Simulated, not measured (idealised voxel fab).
Process module, titled voxel self aligned vias
Section shown: cut. Width: 190 nm. Cell size: 5 nm, square.
When this document writes out a cross-section, it uses a grid of square cells and lists it as bands, beginning at the top and moving down, with a band standing for one or more rows of cells.
Heads up on the band format: heights come first, top then bottom, in nm. After that it's the materials left to right, each with its width in nm. A single material flagged "edge to edge" fills the whole band edge to edge, and "empty" means there's empty space there.
Where do heights start? At 0: under that level the wafer as delivered is made of one material only. And the lowest band has no floor; it just carries on downward, as in "0 -> down".
A two-number width, for instance "30..40", indicates that the width is equal to the first number in the top row of the band and to the second number in the bottom row, and that it changes by a constant amount per row of cells.
The designation "all unchanged", where it is given for a processing step, indicates that no cell of the cross-section was altered in the course of that step.
The entry titled "Unvented internal voids" provides the empty spaces that have no open way to the top, restricted to those of 8 cells or more. Each is presented as width x height at distance, the distance being measured from the left edge, with all three in nm.
Post-settings text on a step line: simulator's own remark regarding the step.
"overlay nm" on a masked step: distance the mask lay right of its planned place, negative for left.
**Steps in the process plan**
1. RECEIVE: material Si
2. CONFORMAL_DEP: material SiO2, thk nm 15
3. CONFORMAL_DEP: material SiCN, thk nm 5
4. DIRECTIONAL_DEP: material lowk, thk nm 25
5. PATTERN: tone open, mask id LINES, material resist, width nm 30, pitch nm 60, thk nm 20, overlay nm 0
6. DIRECTIONAL_ETCH: etch materials lowk, depth nm 25
7. STRIP: etch materials resist
8. CONFORMAL_DEP: material TiN, thk nm 5
9. FILL_DEP: material Ru, thk nm 10
10. CMP: height nm 45
11. SELECTIVE_ETCH: etch materials W Ru TiN, depth nm 10
12. FILL_DEP: material SiN, thk nm 5
13. CMP: height nm 45
14. DIRECTIONAL_DEP: material lowk, thk nm 20
15. PATTERN: tone open, mask id VIAS, material resist, width nm 40, pitch nm 60, thk nm 20, overlay nm 0
16. DIRECTIONAL_ETCH: etch materials lowk, depth nm 20
17. DIRECTIONAL_ETCH: etch materials SiN, depth nm 10
18. STRIP: etch materials resist
19. CONFORMAL_DEP: material TiN, thk nm 5
20. FILL_DEP: material Cu, thk nm 10
21. CMP: height nm 65
22. CONFORMAL_DEP: material SiN, thk nm 5
**Cross-section of the incoming wafer, state after step 1**
- 0 -> down: Si edge to edge
- Unvented internal voids: none
**Cross-sectional image of the first of two wafers at the end of the module, the run having proceeded as planned**
- 70 -> 65: SiN edge to edge
- 65 -> 50: lowk (15)  TiN (5)  Cu (30)  TiN (5)  lowk (20)  TiN (5)  Cu (30)  TiN (5)  lowk (20)  TiN (5)  Cu (30)  TiN (5)  lowk (15)
- 50 -> 40: lowk (15..20)  TiN (10..5)  Cu (20)  TiN (10..5)  lowk (20..30)  TiN (10..5)  Cu (20)  TiN (10..5)  lowk (20..30)  TiN (10..5)  Cu (20)  TiN (10..5)  lowk (15..20)
- 40 -> 35: lowk (20)  TiN (30)  lowk (30)  TiN (30)  lowk (30)  TiN (30)  lowk (20)
- 35 -> 25: lowk (20)  TiN (5)  Ru (20)  TiN (5)  lowk (30)  TiN (5)  Ru (20)  TiN (5)  lowk (30)  TiN (5)  Ru (20)  TiN (5)  lowk (20)
- 25 -> 20: lowk (20)  TiN (30)  lowk (30)  TiN (30)  lowk (30)  TiN (30)  lowk (20)
- 20 -> 15: SiCN edge to edge
- 15 -> 0: SiO2 edge to edge
- 0 -> down: Si edge to edge
- Unvented internal voids: none
**End of module, second wafer, cross-section. Started like the first, planned like the first, run with one mistake**
- 70 -> 65: SiN edge to edge
- 65 -> 50: lowk (15)  TiN (5)  Cu (30)  TiN (5)  lowk (20)  TiN (5)  Cu (30)  TiN (5)  lowk (20)  TiN (5)  Cu (30)  TiN (5)  lowk (15)
- 50 -> 40: lowk (15..20)  TiN (10..5)  Cu (20)  TiN (10..5)  lowk (20..30)  TiN (10..5)  Cu (20)  TiN (10..5)  lowk (20..30)  TiN (10..5)  Cu (20)  TiN (10..5)  lowk (15..20)
- 40 -> 35: lowk (20)  TiN (30)  lowk (30)  TiN (30)  lowk (30)  TiN (30)  lowk (20)
- 35 -> 30: SiCN edge to edge
- 30 -> 0: SiO2 edge to edge
- 0 -> down: Si edge to edge
- Unvented internal voids: none
Processing error: step 2 was run twice
Final tally in cells, some materials are higher or lower on the second wafer than on the first: 24 fewer of Ru | 114 more of SiO2 | 30 fewer of TiN | 60 fewer of lowk
